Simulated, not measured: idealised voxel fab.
Presented below is a process module, voxel double patterning.
Cross-section cut: width 200 nm, square cells of 5 nm.
Throughout this document, each cross-section is represented as a grid of square cells and is presented as a sequence of bands enumerated from the top downward, where a band comprises one or more rows of cells.
Per band: top height and bottom height in nm, followed by the left-to-right materials and their widths in nm; "throughout" marks a single material spanning edge to edge, "air" marks empty space.
It should be noted that heights are counted from 0, beneath which the wafer as supplied is of one material throughout, and that the lowest band possesses no lower boundary but continues downward, as written in "top 0, no bottom".
The width entry "30..40" should be interpreted row by row: the top row of cells in the band takes the first number, the bottom row takes the second number, and the change between adjacent rows is uniform throughout.
A step reported as "everything unchanged" is a step in which no cell of the cross-section changed.
The entry "Enclosed cavity list" lists the empty spaces that cover at least 8 cells and have no open path to the top. Each is written as width x height at distance, where the distance is measured from the left edge and all three values are in nm.
Past the settings on a step's line: simulator remark, on that step.
On any step carrying a mask, the "overlay nm" setting, if present on the step's line, tells how far right of its planned place the mask lay; negative values point to the left.
## These are the steps we planned for the process
1. RECEIVE, material Si
2. CONFORMAL_DEP, material SiO2, thk nm 10
3. DIRECTIONAL_DEP, material W, thk nm 20
4. DIRECTIONAL_DEP, material SiN, thk nm 5
5. PATTERN, tone open, mask id FIRST, material resist, width nm 15, pitch nm 50, thk nm 20, overlay nm 0
6. DIRECTIONAL_ETCH, etch materials SiN, depth nm 5
7. STRIP, etch materials resist
8. PATTERN, tone open, mask id SECOND, material resist, width nm 15, pitch nm 50, thk nm 15, overlay nm 0
9. DIRECTIONAL_ETCH, etch materials SiN, depth nm 5
10. STRIP, etch materials resist
11. DIRECTIONAL_ETCH, etch materials W, depth nm 20
12. STRIP, etch materials SiN
## The first wafer of two, processed as planned
## Incoming wafer in cross-section (state: after step 1)
	top 0, no bottom: Si throughout
	Enclosed cavity list: none
## after step 2
	top 10, bottom 0: SiO2 throughout
	Beneath the level 0, the cross-section is identical to its previous state.
## after step 3
	top 30, bottom 10: W throughout
	Beneath the level 10, the cross-section is identical to its previous state.
## after step 4
	top 35, bottom 30: SiN throughout
	Beneath the level 30, the cross-section is identical to its previous state.
## after step 5
	top 55, bottom 35: resist 40 nm, air 15 nm, resist 35 nm, air 15 nm, resist 35 nm, air 15 nm, resist 45 nm
	Beneath the level 35, the cross-section is identical to its previous state.
## after step 6
	top 55, bottom 35: resist 40 nm, air 15 nm, resist 35 nm, air 15 nm, resist 35 nm, air 15 nm, resist 45 nm
	top 35, bottom 30: SiN 40 nm, air 15 nm, SiN 35 nm, air 15 nm, SiN 35 nm, air 15 nm, SiN 45 nm
	Beneath the level 30, the cross-section is identical to its previous state.
## after step 7
	top 35, bottom 30: SiN 40 nm, air 15 nm, SiN 35 nm, air 15 nm, SiN 35 nm, air 15 nm, SiN 45 nm
	Beneath the level 30, the cross-section is identical to its previous state.
## after step 8
	top 50, bottom 35: resist 65 nm, air 15 nm, resist 35 nm, air 15 nm, resist 70 nm
	top 35, bottom 30: SiN 40 nm, resist 15 nm, SiN 35 nm, resist 15 nm, SiN 35 nm, resist 15 nm, SiN 45 nm
	Beneath the level 30, the cross-section is identical to its previous state.
## after step 9
	top 50, bottom 35: resist 65 nm, air 15 nm, resist 35 nm, air 15 nm, resist 70 nm
	top 35, bottom 30: SiN 40 nm, resist 15 nm, SiN 10 nm, air 15 nm, SiN 10 nm, resist 15 nm, SiN 10 nm, air 15 nm, SiN 10 nm, resist 15 nm, SiN 45 nm
	Beneath the level 30, the cross-section is identical to its previous state.
## after step 10
	top 35, bottom 30: SiN 40 nm, air 15 nm, SiN 10 nm, air 15 nm, SiN 10 nm, air 15 nm, SiN 10 nm, air 15 nm, SiN 10 nm, air 15 nm, SiN 45 nm
	Beneath the level 30, the cross-section is identical to its previous state.
## after step 11
	top 35, bottom 30: SiN 40 nm, air 15 nm, SiN 10 nm, air 15 nm, SiN 10 nm, air 15 nm, SiN 10 nm, air 15 nm, SiN 10 nm, air 15 nm, SiN 45 nm
	top 30, bottom 10: W 40 nm, air 15 nm, W 10 nm, air 15 nm, W 10 nm, air 15 nm, W 10 nm, air 15 nm, W 10 nm, air 15 nm, W 45 nm
	Beneath the level 10, the cross-section is identical to its previous state.
## after step 12
	top 30, bottom 10: W 40 nm, air 15 nm, W 10 nm, air 15 nm, W 10 nm, air 15 nm, W 10 nm, air 15 nm, W 10 nm, air 15 nm, W 45 nm
	Beneath the level 10, the cross-section is identical to its previous state.
## Wafer two of two - same starting point, same process plan, one mistake in execution; matches wafer one up to and including step 4
## Cross-sectional view of the second wafer at the intended end time of process step 5
	top 55, bottom 35: resist 40 nm, air 20 nm, resist 30 nm, air 20 nm, resist 30 nm, air 20 nm, resist 40 nm
	Beneath the level 35, the cross-section is identical to its previous state.
## Cross-sectional view of the second wafer at the intended end time of process step 6
	top 55, bottom 35: resist 40 nm, air 20 nm, resist 30 nm, air 20 nm, resist 30 nm, air 20 nm, resist 40 nm
	top 35, bottom 30: SiN 40 nm, air 20 nm, SiN 30 nm, air 20 nm, SiN 30 nm, air 20 nm, SiN 40 nm
	Beneath the level 30, the cross-section is identical to its previous state.
## Cross-sectional view of the second wafer at the intended end time of process step 7
	top 35, bottom 30: SiN 40 nm, air 20 nm, SiN 30 nm, air 20 nm, SiN 30 nm, air 20 nm, SiN 40 nm
	Beneath the level 30, the cross-section is identical to its previous state.
## Cross-sectional view of the second wafer at the intended end time of process step 8
	top 50, bottom 35: resist 65 nm, air 15 nm, resist 35 nm, air 15 nm, resist 70 nm
	top 35, bottom 30: SiN 40 nm, resist 20 nm, SiN 30 nm, resist 20 nm, SiN 30 nm, resist 20 nm, SiN 40 nm
	Beneath the level 30, the cross-section is identical to its previous state.
## Cross-sectional view of the second wafer at the intended end time of process step 9
	top 50, bottom 35: resist 65 nm, air 15 nm, resist 35 nm, air 15 nm, resist 70 nm
	top 35, bottom 30: SiN 40 nm, resist 20 nm, SiN 5 nm, air 15 nm, SiN 10 nm, resist 20 nm, SiN 5 nm, air 15 nm, SiN 10 nm, resist 20 nm, SiN 40 nm
	Beneath the level 30, the cross-section is identical to its previous state.
## Cross-sectional view of the second wafer at the intended end time of process step 10
	top 35, bottom 30: SiN 40 nm, air 20 nm, SiN 5 nm, air 15 nm, SiN 10 nm, air 20 nm, SiN 5 nm, air 15 nm, SiN 10 nm, air 20 nm, SiN 40 nm
	Beneath the level 30, the cross-section is identical to its previous state.
## Cross-sectional view of the second wafer at the intended end time of process step 11
	top 35, bottom 30: SiN 40 nm, air 20 nm, SiN 5 nm, air 15 nm, SiN 10 nm, air 20 nm, SiN 5 nm, air 15 nm, SiN 10 nm, air 20 nm, SiN 40 nm
	top 30, bottom 10: W 40 nm, air 20 nm, W 5 nm, air 15 nm, W 10 nm, air 20 nm, W 5 nm, air 15 nm, W 10 nm, air 20 nm, W 40 nm
	Beneath the level 10, the cross-section is identical to its previous state.
## Cross-sectional view of the second wafer at the intended end time of process step 12
	top 30, bottom 10: W 40 nm, air 20 nm, W 5 nm, air 15 nm, W 10 nm, air 20 nm, W 5 nm, air 15 nm, W 10 nm, air 20 nm, W 40 nm
	Beneath the level 10, the cross-section is identical to its previous state.
Here's what went sideways: step 5 off recipe, ran as PATTERN, tone open, mask id FIRST, material resist, width nm 20, pitch nm 50, thk nm 20, overlay nm 0
Counted in cells at the end, the second wafer holds more or fewer of these materials than the first: -12 W
